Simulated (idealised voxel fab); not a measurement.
Presented below is a process module, voxel capacitor over wiring.
Square cell edge 5 nm, section width 235 nm, ID cut.
If you're reading a cross-section in this doc, picture square cells in a grid; it comes to you as bands, top ones listed first down to the bottom, and a band can be one or more rows of cells.
What a band's entry tells you: where the top is and where the bottom is, as heights in nm, and after that what lies inside, material by material from left to right, each with its width in nm. Empty space is written as the word "blank", and a single material marked with the word "all across" occupies the band from edge to edge.
Convention: height 0 is the level below which the wafer, as received, is all one material. The lowest band does not terminate at the bottom but continues downward, represented as "0..down".
Width spec "30..40" -> top row of cells at first value, bottom row at second value, equal per-row change in between.
"no alteration" for a step: no cell of the cross-section changed in that step.
If an empty space has no open way to the top and is at least 8 cells in size, "Enclosed void inventory" lists it, written width x height at distance, where distance is measured from the left edge and every value is in nm.
Anything after a step's settings on that line? It's the simulator's own note about the step.
The setting "overlay nm" may be written on the line of a step. When the step uses a mask, the value reports how far to the right of the planned place the mask lay, and a negative value reports that it lay to the left.
In what follows, pairs of cross-sections are presented, each taken before and after one process step, with the after cross-section shown only down to the lowest band that was altered; the step, together with its settings, is stated below the pair. The pairs may stem from different runs of this module on the same starting wafer; accordingly, a pair should be taken as continuing from the one above it solely where its entry headed "Before step" indicates as much.

-- Before step
- 90..80  SiO2 all across
- 80..70  SiO2 (75) / TiN (65) / SiO2 (95)
- 70..65  SiO2 (70) / Al2O3 (70) / SiO2 (95)
- 65..60  SiO2 (65) / TiN (80) / SiO2 (90)
- 60..45  lowk (70) / Ru (15) / lowk (150)
- 45..40  SiCN (70) / Ru (15) / SiCN (150)
- 40..35  SiCN (55) / Ru (35) / SiCN (55) / Ru (35) / SiCN (55)
- 35..20  SiO2 (60) / TiN (5) / Cu (15) / TiN (5) / SiO2 (65) / TiN (5) / Cu (15) / TiN (5) / SiO2 (60)
- 20..15  SiN (60) / TiN (25) / SiN (65) / TiN (25) / SiN (60)
- 15..0  SiO2 all across
- 0..down  Si all across
- Enclosed void inventory: none

-- after
- 105..90  aC all across
- Below a height of 90, the structure has not been altered.
- Enclosed void inventory: none
Going from one cross-section above to the next, the wafer undergoes DIRECTIONAL_DEP,material aC,thk nm 15

Before step: after-state, pair directly above.

-- after
- 140..105  resist (80) / blank (15) / resist (140)
- Below a height of 105, the structure has not been altered.
- Enclosed void inventory: none
Going from one cross-section above to the next, the wafer undergoes PATTERN,tone open,mask id PLUG_2,material resist,width nm 15,thk nm 35,overlay nm 0

Before step: after-state, pair directly above.

-- after
- 125..105  resist (80) / blank (15) / resist (140)
- 105..90  aC (80) / blank (15) / aC (140)
- Below a height of 90, the structure has not been altered.
- Enclosed void inventory: none
Going from one cross-section above to the next, the wafer undergoes DIRECTIONAL_ETCH,etch materials aC,depth nm 15

Before step: after-state, pair directly above.

-- after
- 105..90  aC (80) / blank (15) / aC (140)
- Below a height of 90, the structure has not been altered.
- Enclosed void inventory: none
Going from one cross-section above to the next, the wafer undergoes STRIP,etch materials resist

Before step: after-state, pair directly above.

-- after
- 105..90  aC (80) / blank (15) / aC (140)
- 90..80  SiO2 (80) / blank (15) / SiO2 (140)
- Below a height of 80, the structure has not been altered.
- Enclosed void inventory: none
Going from one cross-section above to the next, the wafer undergoes DIRECTIONAL_ETCH,etch materials SiO2,depth nm 10

Before step: after-state, pair directly above.

-- after
- 90..80  SiO2 (80) / blank (15) / SiO2 (140)
- Below a height of 80, the structure has not been altered.
- Enclosed void inventory: none
Going from one cross-section above to the next, the wafer undergoes STRIP,etch materials aC

Before step: after-state, pair directly above.

-- after
- 95..90  TiN (85) / blank (5) / TiN (145)
- 90..85  SiO2 (80) / TiN (5) / blank (5) / TiN (5) / SiO2 (140)
- 85..80  SiO2 (80) / TiN (15) / SiO2 (140)
- Below a height of 80, the structure has not been altered.
- Enclosed void inventory: none
Going from one cross-section above to the next, the wafer undergoes CONFORMAL_DEP,material TiN,thk nm 5

Before step: after-state, pair directly above.

-- after
- 100..95  Ru all across
- 95..90  TiN (85) / Ru (5) / TiN (145)
- 90..85  SiO2 (80) / TiN (5) / Ru (5) / TiN (5) / SiO2 (140)
- Below a height of 85, the structure has not been altered.
- Enclosed void inventory: none
Going from one cross-section above to the next, the wafer undergoes FILL_DEP,material Ru,thk nm 5

Before step: after-state, pair directly above.

-- after
- 90..85  SiO2 (80) / TiN (5) / Ru (5) / TiN (5) / SiO2 (140)
- Below a height of 85, the structure has not been altered.
- Enclosed void inventory: none
Going from one cross-section above to the next, the wafer undergoes CMP,height nm 90

Before step: after-state, pair directly above.

-- after
- 95..90  SiCN all across
- Below a height of 90, the structure has not been altered.
- Enclosed void inventory: none
Going from one cross-section above to the next, the wafer undergoes CONFORMAL_DEP,material SiCN,thk nm 5

-- Before step
- 70..60  aC all across
- 60..45  lowk all across
- 45..40  SiCN all across
- 40..35  SiCN (55) / Ru (35) / SiCN (55) / Ru (35) / SiCN (55)
- 35..20  SiO2 (60) / TiN (5) / Cu (15) / TiN (5) / SiO2 (65) / TiN (5) / Cu (15) / TiN (5) / SiO2 (60)
- 20..15  SiN (60) / TiN (25) / SiN (65) / TiN (25) / SiN (60)
- 15..0  SiO2 all across
- 0..down  Si all across
- Enclosed void inventory: none

-- after
- 100..70  resist (75) / blank (15) / resist (145)
- Below a height of 70, the structure has not been altered.
- Enclosed void inventory: none
Going from one cross-section above to the next, the wafer undergoes PATTERN,tone open,mask id PLUG_1,material resist,width nm 15,thk nm 30,overlay nm 5

Before step: after-state, pair directly above.

-- after
- 90..70  resist (75) / blank (15) / resist (145)
- 70..60  aC (75) / blank (15) / aC (145)
- Below a height of 60, the structure has not been altered.
- Enclosed void inventory: none
Going from one cross-section above to the next, the wafer undergoes DIRECTIONAL_ETCH,etch materials aC,depth nm 10

Before step: after-state, pair directly above.

-- after
- 70..60  aC (75) / blank (15) / aC (145)
- Below a height of 60, the structure has not been altered.
- Enclosed void inventory: none
Going from one cross-section above to the next, the wafer undergoes STRIP,etch materials resist

Before step: after-state, pair directly above.

-- after
- 70..60  aC (75) / blank (15) / aC (145)
- 60..45  lowk (75) / blank (15) / lowk (145)
- Below a height of 45, the structure has not been altered.
- Enclosed void inventory: none
Going from one cross-section above to the next, the wafer undergoes DIRECTIONAL_ETCH,etch materials lowk,depth nm 15

Before step: after-state, pair directly above.

-- after
- 70..60  aC (75) / blank (15) / aC (145)
- 60..45  lowk (75) / blank (15) / lowk (145)
- 45..40  SiCN (75) / blank (15) / SiCN (145)
- Below a height of 40, the structure has not been altered.
- Enclosed void inventory: none
Going from one cross-section above to the next, the wafer undergoes DIRECTIONAL_ETCH,etch materials SiCN,depth nm 5

Before step: after-state, pair directly above.

-- after
- 60..45  lowk (75) / blank (15) / lowk (145)
- Below a height of 45, the structure has not been altered.
- Enclosed void inventory: none
Going from one cross-section above to the next, the wafer undergoes STRIP,etch materials aC

Before step: after-state, pair directly above.

-- after
- 60..50  lowk (75) / blank (15) / lowk (145)
- 50..45  lowk (75) / Ru (15) / lowk (145)
- 45..40  SiCN (75) / Ru (15) / SiCN (145)
- Below a height of 40, the structure has not been altered.
- Enclosed void inventory: none
Going from one cross-section above to the next, the wafer undergoes EPI,material Ru,thk nm 10

Before step: after-state, pair directly above.

-- after
- 60..45  lowk (75) / Ru (15) / lowk (145)
- Below a height of 45, the structure has not been altered.
- Enclosed void inventory: none
Going from one cross-section above to the next, the wafer undergoes EPI,material Ru,thk nm 10

Before step: after-state, pair directly above.

-- after
- 65..60  TiN all across
- Below a height of 60, the structure has not been altered.
- Enclosed void inventory: none
Going from one cross-section above to the next, the wafer undergoes DIRECTIONAL_DEP,material TiN,thk nm 5

Before step: after-state, pair directly above.

-- after
- 70..65  Al2O3 all across
- Below a height of 65, the structure has not been altered.
- Enclosed void inventory: none
Going from one cross-section above to the next, the wafer undergoes DIRECTIONAL_DEP,material Al2O3,thk nm 5

Before step: after-state, pair directly above.

-- after
- 80..70  TiN all across
- Below a height of 70, the structure has not been altered.
- Enclosed void inventory: none
Going from one cross-section above to the next, the wafer undergoes DIRECTIONAL_DEP,material TiN,thk nm 10

Before step: after-state, pair directly above.

-- after
- 80..70  blank (70) / TiN (70) / blank (95)
- Below a height of 70, the structure has not been altered.
- Enclosed void inventory: none
Going from one cross-section above to the next, the wafer undergoes MASKED_ETCH,tone cover,mask id UPPER_PLATE,width nm 70,etch materials TiN,depth nm 10,overlay nm 0

Before step: after-state, pair directly above.

-- after
- 80..70  blank (70) / TiN (70) / blank (95)
- 70..65  blank (70) / Al2O3 (70) / blank (95)
- Below a height of 65, the structure has not been altered.
- Enclosed void inventory: none
Going from one cross-section above to the next, the wafer undergoes MASKED_ETCH,tone cover,mask id UPPER_PLATE,width nm 70,etch materials Al2O3,depth nm 5,overlay nm 0

Before step: after-state, pair directly above.

-- after
- 95..80  blank (70) / aC (70) / blank (95)
- 80..70  aC (70) / TiN (70) / aC (95)
- 70..65  aC (70) / Al2O3 (70) / aC (95)
- Below a height of 65, the structure has not been altered.
- Enclosed void inventory: none
Going from one cross-section above to the next, the wafer undergoes DIRECTIONAL_DEP,material aC,thk nm 15

Before step: after-state, pair directly above.

-- after
- 130..95  blank (65) / resist (80) / blank (90)
- 95..80  blank (65) / resist (5) / aC (70) / resist (5) / blank (90)
- Below a height of 80, the structure has not been altered.
- Enclosed void inventory: none
Going from one cross-section above to the next, the wafer undergoes PATTERN,tone cover,mask id LOWER_PLATE,material resist,width nm 80,thk nm 35,overlay nm 0

Before step: after-state, pair directly above.

-- after
- 115..95  blank (65) / resist (80) / blank (90)
- 95..80  blank (65) / resist (5) / aC (70) / resist (5) / blank (90)
- 80..70  blank (65) / aC (5) / TiN (70) / aC (5) / blank (90)
- 70..65  blank (65) / aC (5) / Al2O3 (70) / aC (5) / blank (90)
- Below a height of 65, the structure has not been altered.
- Enclosed void inventory: none
Going from one cross-section above to the next, the wafer undergoes DIRECTIONAL_ETCH,etch materials aC,depth nm 15

Before step: after-state, pair directly above.

-- after
- 95..80  blank (70) / aC (70) / blank (95)
- Below a height of 80, the structure has not been altered.
- Enclosed void inventory: none
Going from one cross-section above to the next, the wafer undergoes STRIP,etch materials resist

Before step: after-state, pair directly above.

-- after
- 95..80  blank (70) / aC (70) / blank (95)
- 80..70  blank (65) / aC (5) / TiN (70) / aC (5) / blank (90)
- 70..65  blank (65) / aC (5) / Al2O3 (70) / aC (5) / blank (90)
- 65..60  blank (65) / TiN (80) / blank (90)
- Below a height of 60, the structure has not been altered.
- Enclosed void inventory: none
Going from one cross-section above to the next, the wafer undergoes DIRECTIONAL_ETCH,etch materials TiN,depth nm 5

Before step: after-state, pair directly above.

-- after
- 80..70  blank (70) / TiN (70) / blank (95)
- 70..65  blank (70) / Al2O3 (70) / blank (95)
- Below a height of 65, the structure has not been altered.
- Enclosed void inventory: none
Going from one cross-section above to the next, the wafer undergoes STRIP,etch materials aC

Before step: after-state, pair directly above.

-- after
- 95..80  SiO2 all across
- 80..70  SiO2 (70) / TiN (70) / SiO2 (95)
- 70..65  SiO2 (70) / Al2O3 (70) / SiO2 (95)
- 65..60  SiO2 (65) / TiN (80) / SiO2 (90)
- Below a height of 60, the structure has not been altered.
- Enclosed void inventory: none
Going from one cross-section above to the next, the wafer undergoes FILL_DEP,material SiO2,thk nm 15

Before step: after-state, pair directly above.

-- after
- 90..80  SiO2 all across
- Below a height of 80, the structure has not been altered.
- Enclosed void inventory: none
Going from one cross-section above to the next, the wafer undergoes CMP,height nm 90

Before step: after-state, pair directly above.

-- after
- 105..90  aC all across
- Below a height of 90, the structure has not been altered.
- Enclosed void inventory: none
Going from one cross-section above to the next, the wafer undergoes DIRECTIONAL_DEP,material aC,thk nm 15

Before step: after-state, pair directly above.

-- after
- 140..105  resist (80) / blank (15) / resist (140)
- Below a height of 105, the structure has not been altered.
- Enclosed void inventory: none
Going from one cross-section above to the next, the wafer undergoes PATTERN,tone open,mask id PLUG_2,material resist,width nm 15,thk nm 35,overlay nm 0

Before step: after-state, pair directly above.

-- after
- 125..105  resist (80) / blank (15) / resist (140)
- 105..90  aC (80) / blank (15) / aC (140)
- Below a height of 90, the structure has not been altered.
- Enclosed void inventory: none
Going from one cross-section above to the next, the wafer undergoes DIRECTIONAL_ETCH,etch materials aC,depth nm 15

Before step: after-state, pair directly above.

-- after
- 105..90  aC (80) / blank (15) / aC (140)
- Below a height of 90, the structure has not been altered.
- Enclosed void inventory: none
Going from one cross-section above to the next, the wafer undergoes STRIP,etch materials resist

Before step: after-state, pair directly above.

-- after
- 105..90  aC (80) / blank (15) / aC (140)
- 90..80  SiO2 (80) / blank (15) / SiO2 (140)
- Below a height of 80, the structure has not been altered.
- Enclosed void inventory: none
Going from one cross-section above to the next, the wafer undergoes DIRECTIONAL_ETCH,etch materials SiO2,depth nm 10

Before step: after-state, pair directly above.

-- after
- 90..80  SiO2 (80) / blank (15) / SiO2 (140)
- Below a height of 80, the structure has not been altered.
- Enclosed void inventory: none
Going from one cross-section above to the next, the wafer undergoes STRIP,etch materials aC

Before step: after-state, pair directly above.

-- after
- 95..90  TiN (85) / blank (5) / TiN (145)
- 90..85  SiO2 (80) / TiN (5) / blank (5) / TiN (5) / SiO2 (140)
- 85..80  SiO2 (80) / TiN (15) / SiO2 (140)
- Below a height of 80, the structure has not been altered.
- Enclosed void inventory: none
Going from one cross-section above to the next, the wafer undergoes CONFORMAL_DEP,material TiN,thk nm 5

Before step: after-state, pair directly above.

-- after
- 100..95  Ru all across
- 95..90  TiN (85) / Ru (5) / TiN (145)
- 90..85  SiO2 (80) / TiN (5) / Ru (5) / TiN (5) / SiO2 (140)
- Below a height of 85, the structure has not been altered.
- Enclosed void inventory: none
Going from one cross-section above to the next, the wafer undergoes FILL_DEP,material Ru,thk nm 5

Before step: after-state, pair directly above.

-- after
- 90..85  SiO2 (80) / TiN (5) / Ru (5) / TiN (5) / SiO2 (140)
- Below a height of 85, the structure has not been altered.
- Enclosed void inventory: none
Going from one cross-section above to the next, the wafer undergoes CMP,height nm 90

Before step: after-state, pair directly above.

-- after
- 95..90  SiCN all across
- Below a height of 90, the structure has not been altered.
- Enclosed void inventory: none
Going from one cross-section above to the next, the wafer undergoes CONFORMAL_DEP,material SiCN,thk nm 5

-- Before step
- 0..down  Si all across
- Enclosed void inventory: none

-- after
- 15..0  TiN all across
- Below a height of 0, the structure has not been altered.
- Enclosed void inventory: none
Going from one cross-section above to the next, the wafer undergoes CONFORMAL_DEP,material TiN,thk nm 15

Before step: after-state, pair directly above.

-- after
- 20..15  SiN all across
- Below a height of 15, the structure has not been altered.
- Enclosed void inventory: none
Going from one cross-section above to the next, the wafer undergoes CONFORMAL_DEP,material SiN,thk nm 5

Before step: after-state, pair directly above.

-- after
- 35..20  SiO2 all across
- Below a height of 20, the structure has not been altered.
- Enclosed void inventory: none
Going from one cross-section above to the next, the wafer undergoes DIRECTIONAL_DEP,material SiO2,thk nm 15

Before step: after-state, pair directly above.

-- after
- 45..35  aC all across
- Below a height of 35, the structure has not been altered.
- Enclosed void inventory: none
Going from one cross-section above to the next, the wafer undergoes DIRECTIONAL_DEP,material aC,thk nm 10

Before step: after-state, pair directly above.

-- after
- 75..45  resist (60) / blank (25) / resist (65) / blank (25) / resist (60)
- Below a height of 45, the structure has not been altered.
- Enclosed void inventory: none
Going from one cross-section above to the next, the wafer undergoes PATTERN,tone open,mask id METAL_1,material resist,width nm 25,pitch nm 90,thk nm 30,overlay nm 0

Before step: after-state, pair directly above.

-- after
- 65..45  resist (60) / blank (25) / resist (65) / blank (25) / resist (60)
- 45..35  aC (60) / blank (25) / aC (65) / blank (25) / aC (60)
- Below a height of 35, the structure has not been altered.
- Enclosed void inventory: none
Going from one cross-section above to the next, the wafer undergoes DIRECTIONAL_ETCH,etch materials aC,depth nm 10

Before step: after-state, pair directly above.

-- after
- 45..35  aC (60) / blank (25) / aC (65) / blank (25) / aC (60)
- Below a height of 35, the structure has not been altered.
- Enclosed void inventory: none
Going from one cross-section above to the next, the wafer undergoes STRIP,etch materials resist

Before step: after-state, pair directly above.

-- after
- 45..35  aC (60) / blank (25) / aC (65) / blank (25) / aC (60)
- 35..20  SiO2 (60) / blank (25) / SiO2 (65) / blank (25) / SiO2 (60)
- Below a height of 20, the structure has not been altered.
- Enclosed void inventory: none
Going from one cross-section above to the next, the wafer undergoes DIRECTIONAL_ETCH,etch materials SiO2,depth nm 15

Before step: after-state, pair directly above.

-- after
- 45..35  aC (60) / blank (25) / aC (65) / blank (25) / aC (60)
- 35..20  SiO2 (60) / blank (25) / SiO2 (65) / blank (25) / SiO2 (60)
- 20..15  SiN (60) / blank (25) / SiN (65) / blank (25) / SiN (60)
- Below a height of 15, the structure has not been altered.
- Enclosed void inventory: none
Going from one cross-section above to the next, the wafer undergoes DIRECTIONAL_ETCH,etch materials SiN,depth nm 5

Before step: after-state, pair directly above.

-- after
- 35..20  SiO2 (60) / blank (25) / SiO2 (65) / blank (25) / SiO2 (60)
- Below a height of 20, the structure has not been altered.
- Enclosed void inventory: none
Going from one cross-section above to the next, the wafer undergoes STRIP,etch materials aC

Before step: after-state, pair directly above.

-- after
- 40..35  TiN (65) / blank (15) / TiN (75) / blank (15) / TiN (65)
- 35..20  SiO2 (60) / TiN (5) / blank (15) / TiN (5) / SiO2 (65) / TiN (5) / blank (15) / TiN (5) / SiO2 (60)
- 20..15  SiN (60) / TiN (25) / SiN (65) / TiN (25) / SiN (60)
- Below a height of 15, the structure has not been altered.
- Enclosed void inventory: none
Going from one cross-section above to the next, the wafer undergoes CONFORMAL_DEP,material TiN,thk nm 5

Before step: after-state, pair directly above.

-- after
- 45..40  Cu all across
- 40..35  TiN (65) / Cu (15) / TiN (75) / Cu (15) / TiN (65)
- 35..20  SiO2 (60) / TiN (5) / Cu (15) / TiN (5) / SiO2 (65) / TiN (5) / Cu (15) / TiN (5) / SiO2 (60)
- Below a height of 20, the structure has not been altered.
- Enclosed void inventory: none
Going from one cross-section above to the next, the wafer undergoes FILL_DEP,material Cu,thk nm 5

Before step: after-state, pair directly above.

-- after
- 35..20  SiO2 (60) / TiN (5) / Cu (15) / TiN (5) / SiO2 (65) / TiN (5) / Cu (15) / TiN (5) / SiO2 (60)
- Below a height of 20, the structure has not been altered.
- Enclosed void inventory: none
Going from one cross-section above to the next, the wafer undergoes CMP,height nm 35

Before step: after-state, pair directly above.

-- after
- 40..35  blank (55) / Ru (35) / blank (55) / Ru (35) / blank (55)
- Below a height of 35, the structure has not been altered.
- Enclosed void inventory: none
Going from one cross-section above to the next, the wafer undergoes EPI,material Ru,thk nm 5

Before step: after-state, pair directly above.

-- after
- 45..40  SiCN all across
- 40..35  SiCN (55) / Ru (35) / SiCN (55) / Ru (35) / SiCN (55)
- Below a height of 35, the structure has not been altered.
- Enclosed void inventory: none
Going from one cross-section above to the next, the wafer undergoes FILL_DEP,material SiCN,thk nm 5

Before step: after-state, pair directly above.

-- after
- 60..45  lowk all across
- Below a height of 45, the structure has not been altered.
- Enclosed void inventory: none
Going from one cross-section above to the next, the wafer undergoes DIRECTIONAL_DEP,material lowk,thk nm 15

Before step: after-state, pair directly above.

-- after
- 70..60  aC all across
- Below a height of 60, the structure has not been altered.
- Enclosed void inventory: none
Going from one cross-section above to the next, the wafer undergoes DIRECTIONAL_DEP,material aC,thk nm 10

Before step: after-state, pair directly above.

-- after
- 100..70  resist (70) / blank (15) / resist (150)
- Below a height of 70, the structure has not been altered.
- Enclosed void inventory: none
Going from one cross-section above to the next, the wafer undergoes PATTERN,tone open,mask id PLUG_1,material resist,width nm 15,thk nm 30,overlay nm 0

Before step: after-state, pair directly above.

-- after
- 90..70  resist (70) / blank (15) / resist (150)
- 70..60  aC (70) / blank (15) / aC (150)
- Below a height of 60, the structure has not been altered.
- Enclosed void inventory: none
Going from one cross-section above to the next, the wafer undergoes DIRECTIONAL_ETCH,etch materials aC,depth nm 10

Before step: after-state, pair directly above.

-- after
- 70..60  aC (70) / blank (15) / aC (150)
- Below a height of 60, the structure has not been altered.
- Enclosed void inventory: none
Going from one cross-section above to the next, the wafer undergoes STRIP,etch materials resist

Before step: after-state, pair directly above.

-- after
- 70..60  aC (70) / blank (15) / aC (150)
- 60..45  lowk (70) / blank (15) / lowk (150)
- Below a height of 45, the structure has not been altered.
- Enclosed void inventory: none
Going from one cross-section above to the next, the wafer undergoes DIRECTIONAL_ETCH,etch materials lowk,depth nm 15

Before step: after-state, pair directly above.

-- after
- 70..60  aC (70) / blank (15) / aC (150)
- 60..45  lowk (70) / blank (15) / lowk (150)
- 45..40  SiCN (70) / blank (15) / SiCN (150)
- Below a height of 40, the structure has not been altered.
- Enclosed void inventory: none
Going from one cross-section above to the next, the wafer undergoes DIRECTIONAL_ETCH,etch materials SiCN,depth nm 5

Before step: after-state, pair directly above.

-- after
- 60..45  lowk (70) / blank (15) / lowk (150)
- Below a height of 45, the structure has not been altered.
- Enclosed void inventory: none
Going from one cross-section above to the next, the wafer undergoes STRIP,etch materials aC

Before step: after-state, pair directly above.

-- after
- 60..50  lowk (70) / blank (15) / lowk (150)
- 50..45  lowk (70) / Ru (15) / lowk (150)
- 45..40  SiCN (70) / Ru (15) / SiCN (150)
- Below a height of 40, the structure has not been altered.
- Enclosed void inventory: none
Going from one cross-section above to the next, the wafer undergoes EPI,material Ru,thk nm 10

Before step: after-state, pair directly above.

-- after
- 60..45  lowk (70) / Ru (15) / lowk (150)
- Below a height of 45, the structure has not been altered.
- Enclosed void inventory: none
Going from one cross-section above to the next, the wafer undergoes EPI,material Ru,thk nm 10

Before step: after-state, pair directly above.

-- after
- 65..60  TiN all across
- Below a height of 60, the structure has not been altered.
- Enclosed void inventory: none
Going from one cross-section above to the next, the wafer undergoes DIRECTIONAL_DEP,material TiN,thk nm 5

Before step: after-state, pair directly above.

-- after
- 70..65  Al2O3 all across
- Below a height of 65, the structure has not been altered.
- Enclosed void inventory: none
Going from one cross-section above to the next, the wafer undergoes DIRECTIONAL_DEP,material Al2O3,thk nm 5

Before step: after-state, pair directly above.

-- after
- 80..70  TiN all across
- Below a height of 70, the structure has not been altered.
- Enclosed void inventory: none
Going from one cross-section above to the next, the wafer undergoes DIRECTIONAL_DEP,material TiN,thk nm 10

Before step: after-state, pair directly above.

-- after
- 80..70  blank (70) / TiN (70) / blank (95)
- Below a height of 70, the structure has not been altered.
- Enclosed void inventory: none
Going from one cross-section above to the next, the wafer undergoes MASKED_ETCH,tone cover,mask id UPPER_PLATE,width nm 70,etch materials TiN,depth nm 10,overlay nm 0

Before step: after-state, pair directly above.

-- after
- 80..70  blank (70) / TiN (70) / blank (95)
- 70..65  blank (70) / Al2O3 (70) / blank (95)
- Below a height of 65, the structure has not been altered.
- Enclosed void inventory: none
Going from one cross-section above to the next, the wafer undergoes MASKED_ETCH,tone cover,mask id UPPER_PLATE,width nm 70,etch materials Al2O3,depth nm 5,overlay nm 0

Before step: after-state, pair directly above.

-- after
- 95..80  blank (70) / aC (70) / blank (95)
- 80..70  aC (70) / TiN (70) / aC (95)
- 70..65  aC (70) / Al2O3 (70) / aC (95)
- Below a height of 65, the structure has not been altered.
- Enclosed void inventory: none
Going from one cross-section above to the next, the wafer undergoes DIRECTIONAL_DEP,material aC,thk nm 15

Before step: after-state, pair directly above.

-- after
- 130..95  blank (65) / resist (80) / blank (90)
- 95..80  blank (65) / resist (5) / aC (70) / resist (5) / blank (90)
- Below a height of 80, the structure has not been altered.
- Enclosed void inventory: none
Going from one cross-section above to the next, the wafer undergoes PATTERN,tone cover,mask id LOWER_PLATE,material resist,width nm 80,thk nm 35,overlay nm 0

Before step: after-state, pair directly above.

-- after
- 115..95  blank (65) / resist (80) / blank (90)
- 95..80  blank (65) / resist (5) / aC (70) / resist (5) / blank (90)
- 80..70  blank (65) / aC (5) / TiN (70) / aC (5) / blank (90)
- 70..65  blank (65) / aC (5) / Al2O3 (70) / aC (5) / blank (90)
- Below a height of 65, the structure has not been altered.
- Enclosed void inventory: none
Going from one cross-section above to the next, the wafer undergoes DIRECTIONAL_ETCH,etch materials aC,depth nm 15

Before step: after-state, pair directly above.

-- after
- 95..80  blank (70) / aC (70) / blank (95)
- Below a height of 80, the structure has not been altered.
- Enclosed void inventory: none
Going from one cross-section above to the next, the wafer undergoes STRIP,etch materials resist

Before step: after-state, pair directly above.

-- after
- 95..80  blank (70) / aC (70) / blank (95)
- 80..70  blank (65) / aC (5) / TiN (70) / aC (5) / blank (90)
- 70..65  blank (65) / aC (5) / Al2O3 (70) / aC (5) / blank (90)
- 65..60  blank (65) / TiN (80) / blank (90)
- Below a height of 60, the structure has not been altered.
- Enclosed void inventory: none
Going from one cross-section above to the next, the wafer undergoes DIRECTIONAL_ETCH,etch materials TiN,depth nm 5

Before step: after-state, pair directly above.

-- after
- 80..70  blank (70) / TiN (70) / blank (95)
- 70..65  blank (70) / Al2O3 (70) / blank (95)
- Below a height of 65, the structure has not been altered.
- Enclosed void inventory: none
Going from one cross-section above to the next, the wafer undergoes STRIP,etch materials aC

Before step: after-state, pair directly above.

-- after
- 95..80  SiO2 all across
- 80..70  SiO2 (70) / TiN (70) / SiO2 (95)
- 70..65  SiO2 (70) / Al2O3 (70) / SiO2 (95)
- 65..60  SiO2 (65) / TiN (80) / SiO2 (90)
- Below a height of 60, the structure has not been altered.
- Enclosed void inventory: none
Going from one cross-section above to the next, the wafer undergoes FILL_DEP,material SiO2,thk nm 15

Before step: after-state, pair directly above.

-- after
- 90..80  SiO2 all across
- Below a height of 80, the structure has not been altered.
- Enclosed void inventory: none
Going from one cross-section above to the next, the wafer undergoes CMP,height nm 90

Before step: after-state, pair directly above.

-- after
- 105..90  aC all across
- Below a height of 90, the structure has not been altered.
- Enclosed void inventory: none
Going from one cross-section above to the next, the wafer undergoes DIRECTIONAL_DEP,material aC,thk nm 15

Before step: after-state, pair directly above.

-- after
- 140..105  resist (80) / blank (15) / resist (140)
- Below a height of 105, the structure has not been altered.
- Enclosed void inventory: none
Going from one cross-section above to the next, the wafer undergoes PATTERN,tone open,mask id PLUG_2,material resist,width nm 15,thk nm 35,overlay nm 0

Before step: after-state, pair directly above.

-- after
- 125..105  resist (80) / blank (15) / resist (140)
- 105..90  aC (80) / blank (15) / aC (140)
- Below a height of 90, the structure has not been altered.
- Enclosed void inventory: none
Going from one cross-section above to the next, the wafer undergoes DIRECTIONAL_ETCH,etch materials aC,depth nm 15

Before step: after-state, pair directly above.

-- after
- 105..90  aC (80) / blank (15) / aC (140)
- Below a height of 90, the structure has not been altered.
- Enclosed void inventory: none
Going from one cross-section above to the next, the wafer undergoes STRIP,etch materials resist

Before step: after-state, pair directly above.

-- after
- 105..90  aC (80) / blank (15) / aC (140)
- 90..80  SiO2 (80) / blank (15) / SiO2 (140)
- Below a height of 80, the structure has not been altered.
- Enclosed void inventory: none
Going from one cross-section above to the next, the wafer undergoes DIRECTIONAL_ETCH,etch materials SiO2,depth nm 10

Before step: after-state, pair directly above.

-- after
- 90..80  SiO2 (80) / blank (15) / SiO2 (140)
- Below a height of 80, the structure has not been altered.
- Enclosed void inventory: none
Going from one cross-section above to the next, the wafer undergoes STRIP,etch materials aC

Before step: after-state, pair directly above.

-- after
- 95..90  TiN (85) / blank (5) / TiN (145)
- 90..85  SiO2 (80) / TiN (5) / blank (5) / TiN (5) / SiO2 (140)
- 85..80  SiO2 (80) / TiN (15) / SiO2 (140)
- Below a height of 80, the structure has not been altered.
- Enclosed void inventory: none
Going from one cross-section above to the next, the wafer undergoes CONFORMAL_DEP,material TiN,thk nm 5

Before step: after-state, pair directly above.

-- after
- 100..95  Ru all across
- 95..90  TiN (85) / Ru (5) / TiN (145)
- 90..85  SiO2 (80) / TiN (5) / Ru (5) / TiN (5) / SiO2 (140)
- Below a height of 85, the structure has not been altered.
- Enclosed void inventory: none
Going from one cross-section above to the next, the wafer undergoes FILL_DEP,material Ru,thk nm 5

Before step: after-state, pair directly above.

-- after
- 90..85  SiO2 (80) / TiN (5) / Ru (5) / TiN (5) / SiO2 (140)
- Below a height of 85, the structure has not been altered.
- Enclosed void inventory: none
Going from one cross-section above to the next, the wafer undergoes CMP,height nm 90

Before step: after-state, pair directly above.

-- after
- 95..90  SiCN all across
- Below a height of 90, the structure has not been altered.
- Enclosed void inventory: none
Going from one cross-section above to the next, the wafer undergoes CONFORMAL_DEP,material SiCN,thk nm 5

-- Before step
- 45..35  aC all across
- 35..20  SiO2 all across
- 20..15  SiN all across
- 15..0  SiO2 all across
- 0..down  Si all across
- Enclosed void inventory: none

-- after
- 75..45  blank (60) / resist (25) / blank (65) / resist (25) / blank (60)
- Below a height of 45, the structure has not been altered.
- Enclosed void inventory: none
Going from one cross-section above to the next, the wafer undergoes PATTERN,tone cover,mask id METAL_1,material resist,width nm 25,pitch nm 90,thk nm 30,overlay nm 0

Before step: after-state, pair directly above.

-- after
- 65..45  blank (60) / resist (25) / blank (65) / resist (25) / blank (60)
- 45..35  blank (60) / aC (25) / blank (65) / aC (25) / blank (60)
- Below a height of 35, the structure has not been altered.
- Enclosed void inventory: none
Going from one cross-section above to the next, the wafer undergoes DIRECTIONAL_ETCH,etch materials aC,depth nm 10

Before step: after-state, pair directly above.

-- after
- 45..35  blank (60) / aC (25) / blank (65) / aC (25) / blank (60)
- Below a height of 35, the structure has not been altered.
- Enclosed void inventory: none
Going from one cross-section above to the next, the wafer undergoes STRIP,etch materials resist

Before step: after-state, pair directly above.

-- after
- 45..35  blank (60) / aC (25) / blank (65) / aC (25) / blank (60)
- 35..20  blank (60) / SiO2 (25) / blank (65) / SiO2 (25) / blank (60)
- Below a height of 20, the structure has not been altered.
- Enclosed void inventory: none
Going from one cross-section above to the next, the wafer undergoes DIRECTIONAL_ETCH,etch materials SiO2,depth nm 15

Before step: after-state, pair directly above.

-- after
- 45..35  blank (60) / aC (25) / blank (65) / aC (25) / blank (60)
- 35..20  blank (60) / SiO2 (25) / blank (65) / SiO2 (25) / blank (60)
- 20..15  blank (60) / SiN (25) / blank (65) / SiN (25) / blank (60)
- Below a height of 15, the structure has not been altered.
- Enclosed void inventory: none
Going from one cross-section above to the next, the wafer undergoes DIRECTIONAL_ETCH,etch materials SiN,depth nm 5
